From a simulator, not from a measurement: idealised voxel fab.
The following process module bears the name voxel self aligned contacts.
It is cross-section cut that appears here, measuring 165 nm in width, its square cells being 5 nm in size.
Cross-section spec: square-cell grid; bands listed top down; each band is one or more rows.
Band entry format. Leading values: height of top, height of bottom, nm. Remainder: materials in left-to-right order, each with its width in nm. Special words: "everywhere" on a single material, which then fills the band edge to edge; "empty", empty space.
Heights are reckoned from 0. Under this level, the received wafer is all of one material. The bottommost band is open-ended downward, for example "z 0 and below".
The notation "30..40" denotes a width that varies across the rows of cells in the band, beginning at the first number in the top row, finishing at the second number in the bottom row, and changing by an identical amount from each row to the next.
Given "remained the same" for a step, no cell of the cross-section differs between before and after that step.
Any empty space of 8 cells or more lacking an open way to the top shows up in "Closed cavity list" as width x height at distance, distance from the left edge, in nm.
Formally, on a step line, whatever follows the settings is a remark that the simulator itself makes on the step.
Steps that use a mask can have "overlay nm" on their line. It says how far the mask sat to the right of where it was meant to be. Negative means to the left.
These are the steps we planned for the process
1) RECEIVE | material Si
2) OXIDIZE | depth nm 5
3) DIRECTIONAL_DEP | material polySi | thk nm 30
4) DIRECTIONAL_DEP | material SiN | thk nm 15
5) PATTERN | tone cover | mask id GATE | material resist | width nm 30 | pitch nm 60 | thk nm 15 | overlay nm 0
6) DIRECTIONAL_ETCH | etch materials SiN | depth nm 15
7) DIRECTIONAL_ETCH | etch materials polySi | depth nm 30
8) STRIP | etch materials resist
9) CONFORMAL_DEP | material SiN | thk nm 5
10) DIRECTIONAL_ETCH | etch materials SiN | depth nm 5
11) FILL_DEP | material SiO2 | thk nm 20
12) CMP | height nm 55
13) PATTERN | tone open | mask id CONTACT | material resist | width nm 40 | thk nm 15 | overlay nm 0
14) DIRECTIONAL_ETCH | etch materials SiO2 | depth nm 60
15) STRIP | etch materials resist
16) CONFORMAL_DEP | material TiN | thk nm 5
17) FILL_DEP | material Ru | thk nm 10
18) CMP | height nm 55
19) CONFORMAL_DEP | material SiN | thk nm 5
The first of the two wafers, which ran as planned
Cross-sectional view of the wafer in its as-received condition, corresponding to the state after step 1
	z 0 and below: Si everywhere
	Closed cavity list: none
Step 2 done - wafer cross-section
	z 0 to -5: SiO2 everywhere
	Under -5: no change, same as before.
Step 3 done - wafer cross-section
	z 30 to 0: polySi everywhere
	Under 0: no change, same as before.
Step 4 done - wafer cross-section
	z 45 to 30: SiN everywhere
	Under 30: no change, same as before.
Step 5 done - wafer cross-section
	z 60 to 45: empty 35, resist 30, empty 30, resist 30, empty 40
	Under 45: no change, same as before.
Step 6 done - wafer cross-section
	z 60 to 45: empty 35, resist 30, empty 30, resist 30, empty 40
	z 45 to 30: empty 35, SiN 30, empty 30, SiN 30, empty 40
	Under 30: no change, same as before.
Step 7 done - wafer cross-section
	z 60 to 45: empty 35, resist 30, empty 30, resist 30, empty 40
	z 45 to 30: empty 35, SiN 30, empty 30, SiN 30, empty 40
	z 30 to 0: empty 35, polySi 30, empty 30, polySi 30, empty 40
	Under 0: no change, same as before.
Step 8 done - wafer cross-section
	z 45 to 30: empty 35, SiN 30, empty 30, SiN 30, empty 40
	Under 30: no change, same as before.
Step 9 done - wafer cross-section
	z 50 to 30: empty 30, SiN 40, empty 20, SiN 40, empty 35
	z 30 to 5: empty 30, SiN 5, polySi 30, SiN 5, empty 20, SiN 5, polySi 30, SiN 5, empty 35
	z 5 to 0: SiN 35, polySi 30, SiN 30, polySi 30, SiN 40
	Under 0: no change, same as before.
Step 10 done - wafer cross-section
	z 45 to 30: empty 30, SiN 40, empty 20, SiN 40, empty 35
	z 30 to 0: empty 30, SiN 5, polySi 30, SiN 5, empty 20, SiN 5, polySi 30, SiN 5, empty 35
	Under 0: no change, same as before.
Step 11 done - wafer cross-section
	z 65 to 45: SiO2 everywhere
	z 45 to 30: SiO2 30, SiN 40, SiO2 20, SiN 40, SiO2 35
	z 30 to 0: SiO2 30, SiN 5, polySi 30, SiN 5, SiO2 20, SiN 5, polySi 30, SiN 5, SiO2 35
	Under 0: no change, same as before.
Step 12 done - wafer cross-section
	z 55 to 45: SiO2 everywhere
	Under 45: no change, same as before.
Step 13 done - wafer cross-section
	z 70 to 55: resist 60, empty 40, resist 65
	Under 55: no change, same as before.
Step 14 done - wafer cross-section
	z 70 to 55: resist 60, empty 40, resist 65
	z 55 to 45: SiO2 60, empty 40, SiO2 65
	z 45 to 30: SiO2 30, SiN 40, empty 20, SiN 40, SiO2 35
	z 30 to 0: SiO2 30, SiN 5, polySi 30, SiN 5, empty 20, SiN 5, polySi 30, SiN 5, SiO2 35
	z 0 to -5: SiO2 70, empty 20, SiO2 75
	Under -5: no change, same as before.
Step 15 done - wafer cross-section
	z 55 to 45: SiO2 60, empty 40, SiO2 65
	Under 45: no change, same as before.
Step 16 done - wafer cross-section
	z 60 to 55: TiN 65, empty 30, TiN 70
	z 55 to 45: SiO2 60, TiN 5..15, empty 30..10, TiN 5..15, SiO2 65
	z 45 to 30: SiO2 30, SiN 40, TiN 5, empty 10, TiN 5, SiN 40, SiO2 35
	z 30 to 0: SiO2 30, SiN 5, polySi 30, SiN 5, TiN 5, empty 10, TiN 5, SiN 5, polySi 30, SiN 5, SiO2 35
	z 0 to -5: SiO2 70, TiN 20, SiO2 75
	Under -5: no change, same as before.
Step 17 done - wafer cross-section
	z 70 to 60: Ru everywhere
	z 60 to 55: TiN 65, Ru 30, TiN 70
	z 55 to 45: SiO2 60, TiN 5..15, Ru 30..10, TiN 5..15, SiO2 65
	z 45 to 30: SiO2 30, SiN 40, TiN 5, Ru 10, TiN 5, SiN 40, SiO2 35
	z 30 to 0: SiO2 30, SiN 5, polySi 30, SiN 5, TiN 5, Ru 10, TiN 5, SiN 5, polySi 30, SiN 5, SiO2 35
	Under 0: no change, same as before.
Step 18 done - wafer cross-section
	z 55 to 45: SiO2 60, TiN 5..15, Ru 30..10, TiN 5..15, SiO2 65
	Under 45: no change, same as before.
Step 19 done - wafer cross-section
	z 60 to 55: SiN everywhere
	Under 55: no change, same as before.
What follows concerns the second wafer, which started out like the first and was meant to follow the very same plan; one mistake crept in when it was run, but everything up to and including step 4 is the same as for the first wafer
Cross-section of the second wafer when, according to plan, step 5 should have finished
	z 60 to 45: empty 40, resist 25, empty 35, resist 25, empty 40
	Under 45: no change, same as before.
Cross-section of the second wafer when, according to plan, step 6 should have finished
	z 60 to 45: empty 40, resist 25, empty 35, resist 25, empty 40
	z 45 to 30: empty 40, SiN 25, empty 35, SiN 25, empty 40
	Under 30: no change, same as before.
Cross-section of the second wafer when, according to plan, step 7 should have finished
	z 60 to 45: empty 40, resist 25, empty 35, resist 25, empty 40
	z 45 to 30: empty 40, SiN 25, empty 35, SiN 25, empty 40
	z 30 to 0: empty 40, polySi 25, empty 35, polySi 25, empty 40
	Under 0: no change, same as before.
Cross-section of the second wafer when, according to plan, step 8 should have finished
	z 45 to 30: empty 40, SiN 25, empty 35, SiN 25, empty 40
	Under 30: no change, same as before.
Cross-section of the second wafer when, according to plan, step 9 should have finished
	z 50 to 30: empty 35, SiN 35, empty 25, SiN 35, empty 35
	z 30 to 5: empty 35, SiN 5, polySi 25, SiN 5, empty 25, SiN 5, polySi 25, SiN 5, empty 35
	z 5 to 0: SiN 40, polySi 25, SiN 35, polySi 25, SiN 40
	Under 0: no change, same as before.
Cross-section of the second wafer when, according to plan, step 10 should have finished
	z 45 to 30: empty 35, SiN 35, empty 25, SiN 35, empty 35
	z 30 to 0: empty 35, SiN 5, polySi 25, SiN 5, empty 25, SiN 5, polySi 25, SiN 5, empty 35
	Under 0: no change, same as before.
Cross-section of the second wafer when, according to plan, step 11 should have finished
	z 65 to 45: SiO2 everywhere
	z 45 to 30: SiO2 35, SiN 35, SiO2 25, SiN 35, SiO2 35
	z 30 to 0: SiO2 35, SiN 5, polySi 25, SiN 5, SiO2 25, SiN 5, polySi 25, SiN 5, SiO2 35
	Under 0: no change, same as before.
Cross-section of the second wafer when, according to plan, step 12 should have finished
	z 55 to 45: SiO2 everywhere
	Under 45: no change, same as before.
Cross-section of the second wafer when, according to plan, step 13 should have finished
	z 70 to 55: resist 60, empty 40, resist 65
	Under 55: no change, same as before.
Cross-section of the second wafer when, according to plan, step 14 should have finished
	z 70 to 55: resist 60, empty 40, resist 65
	z 55 to 45: SiO2 60, empty 40, SiO2 65
	z 45 to 30: SiO2 35, SiN 35, empty 25, SiN 35, SiO2 35
	z 30 to 0: SiO2 35, SiN 5, polySi 25, SiN 5, empty 25, SiN 5, polySi 25, SiN 5, SiO2 35
	z 0 to -5: SiO2 70, empty 25, SiO2 70
	Under -5: no change, same as before.
Cross-section of the second wafer when, according to plan, step 15 should have finished
	z 55 to 45: SiO2 60, empty 40, SiO2 65
	Under 45: no change, same as before.
Cross-section of the second wafer when, according to plan, step 16 should have finished
	z 60 to 55: TiN 65, empty 30, TiN 70
	z 55 to 45: SiO2 60, TiN 5..15, empty 30..15, TiN 5..10, SiO2 65
	z 45 to 30: SiO2 35, SiN 35, TiN 5, empty 15, TiN 5, SiN 35, SiO2 35
	z 30 to 0: SiO2 35, SiN 5, polySi 25, SiN 5, TiN 5, empty 15, TiN 5, SiN 5, polySi 25, SiN 5, SiO2 35
	z 0 to -5: SiO2 70, TiN 25, SiO2 70
	Under -5: no change, same as before.
Cross-section of the second wafer when, according to plan, step 17 should have finished
	z 70 to 60: Ru everywhere
	z 60 to 55: TiN 65, Ru 30, TiN 70
	z 55 to 45: SiO2 60, TiN 5..15, Ru 30..15, TiN 5..10, SiO2 65
	z 45 to 30: SiO2 35, SiN 35, TiN 5, Ru 15, TiN 5, SiN 35, SiO2 35
	z 30 to 0: SiO2 35, SiN 5, polySi 25, SiN 5, TiN 5, Ru 15, TiN 5, SiN 5, polySi 25, SiN 5, SiO2 35
	Under 0: no change, same as before.
Cross-section of the second wafer when, according to plan, step 18 should have finished
	z 55 to 45: SiO2 60, TiN 5..15, Ru 30..15, TiN 5..10, SiO2 65
	Under 45: no change, same as before.
Cross-section of the second wafer when, according to plan, step 19 should have finished
	z 60 to 55: SiN everywhere
	Under 55: no change, same as before.
Error vs. plan: planned and actual differ for step 5; actual: PATTERN | tone cover | mask id GATE | material resist | width nm 25 | pitch nm 60 | thk nm 15 | overlay nm 0
Final cells, second wafer relative to first, materials higher or lower: Ru: 10 more; SiN: 6 fewer; SiO2: 8 more; polySi: 12 fewer
